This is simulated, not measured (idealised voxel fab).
Documented hereafter: the process module known as voxel self aligned vias.
The cross-section shown here is cut; it is 215 nm wide and divided into square cells measuring 5 nm on a side.
The cross-sections in this document take the form of a grid made of square cells. They are written out as bands, in order from top to bottom. Each band consists of one or more rows of cells. In this notation a band is specified by the heights of its top and bottom, in that order and in nm, after which its materials appear from left to right, each paired with its width in nm. The word "full width" attached to a single material means that material fills the band from edge to edge; the word "blank" stands for empty space. Height is counted from the level 0, under which the received wafer is composed throughout of one material. The lowest of the bands is not closed at the bottom but continues downward, in the notation "0 nm and below". Width spec "30..40" -> top row of cells at first value, bottom row at second value, equal per-row change in between. When a step is marked "no alterations made", none of the cells in the cross-section changed during that step. Closed-off voids of 8+ cells (no open route to the top) go in "Enclosed void entries", written width x height at distance from the left edge, in nm. Note: text after step settings on the step line = simulator remark on that step. A step line may carry the setting "overlay nm", which, for steps involving a mask, states the distance by which the mask lay to the right of its intended position; negative values denote displacement to the left.

**Planned step list for the process**
1 RECEIVE, material Si
2 CONFORMAL_DEP, material SiO2, thk nm 10
3 CONFORMAL_DEP, material SiCN, thk nm 5
4 DIRECTIONAL_DEP, material SiO2, thk nm 20
5 DIRECTIONAL_DEP, material aC, thk nm 15
6 PATTERN, tone open, mask id LINES, material resist, width nm 20, pitch nm 60, thk nm 30, overlay nm 0
7 DIRECTIONAL_ETCH, etch materials aC, depth nm 15
8 STRIP, etch materials resist
9 DIRECTIONAL_ETCH, etch materials SiO2, depth nm 20
10 STRIP, etch materials aC
11 CONFORMAL_DEP, material TiN, thk nm 5
12 FILL_DEP, material W, thk nm 10
13 CMP, height nm 35
14 SELECTIVE_ETCH, etch materials W Ru TiN, depth nm 10
15 FILL_DEP, material SiN, thk nm 10
16 CMP, height nm 35
17 DIRECTIONAL_DEP, material SiO2, thk nm 15
18 DIRECTIONAL_DEP, material aC, thk nm 10
19 PATTERN, tone open, mask id VIAS, material resist, width nm 30, thk nm 30, overlay nm 0
20 DIRECTIONAL_ETCH, etch materials aC, depth nm 10
21 STRIP, etch materials resist
22 DIRECTIONAL_ETCH, etch materials SiO2, depth nm 15
23 DIRECTIONAL_ETCH, etch materials SiN, depth nm 10
24 STRIP, etch materials aC
25 CONFORMAL_DEP, material TiN, thk nm 5
26 FILL_DEP, material W, thk nm 5
27 CMP, height nm 50
28 CONFORMAL_DEP, material SiN, thk nm 5

**Step 1 complete: cross-section of the wafer as received**
* 0 nm and below: Si full width
* Enclosed void entries: none

**Cross-section: first of two wafers, module finished, run according to plan**
* 55 nm to 50 nm: SiN full width
* 50 nm to 40 nm: SiO2=60, TiN=5, W=20, TiN=5, SiO2=125
* 40 nm to 35 nm: SiO2=60, TiN=10, W=10, TiN=10, SiO2=125
* 35 nm to 30 nm: SiO2=65, TiN=5, W=10, TiN=5, SiO2=40, SiN=20, SiO2=70
* 30 nm to 25 nm: SiO2=65, TiN=20, SiO2=40, SiN=20, SiO2=70
* 25 nm to 20 nm: SiO2=65, TiN=5, W=10, TiN=5, SiO2=40, TiN=5, W=10, TiN=5, SiO2=70
* 20 nm to 15 nm: SiO2=65, TiN=20, SiO2=40, TiN=20, SiO2=70
* 15 nm to 10 nm: SiCN full width
* 10 nm to 0 nm: SiO2 full width
* 0 nm and below: Si full width
* Enclosed void entries: none

**Second wafer cross-section at end of module - shared start and plan with the first, one mistake in the run**
* 55 nm to 50 nm: SiN full width
* 50 nm to 40 nm: SiO2=60, TiN=5, W=20, TiN=5, SiO2=125
* 40 nm to 35 nm: SiO2=60, TiN=15, W=5, TiN=10, SiO2=125
* 35 nm to 30 nm: SiO2=70, TiN=5, W=5, TiN=5, SiO2=45, SiN=15, SiO2=70
* 30 nm to 25 nm: SiO2=70, TiN=15, SiO2=45, SiN=15, SiO2=70
* 25 nm to 20 nm: SiO2=70, TiN=5, W=5, TiN=5, SiO2=45, TiN=5, W=5, TiN=5, SiO2=70
* 20 nm to 15 nm: SiO2=70, TiN=15, SiO2=45, TiN=15, SiO2=70
* 15 nm to 10 nm: SiCN full width
* 10 nm to 0 nm: SiO2 full width
* 0 nm and below: Si full width
* Enclosed void entries: none
What broke from the plan during processing? heads up, step 6 didn't go per plan, it actually ran as PATTERN, tone open, mask id LINES, material resist, width nm 15, pitch nm 60, thk nm 30, overlay nm 0
Final comparison by cell count, materials where the second wafer has more or fewer than the first: -2 SiN | +8 SiO2 | -2 TiN | -4 W
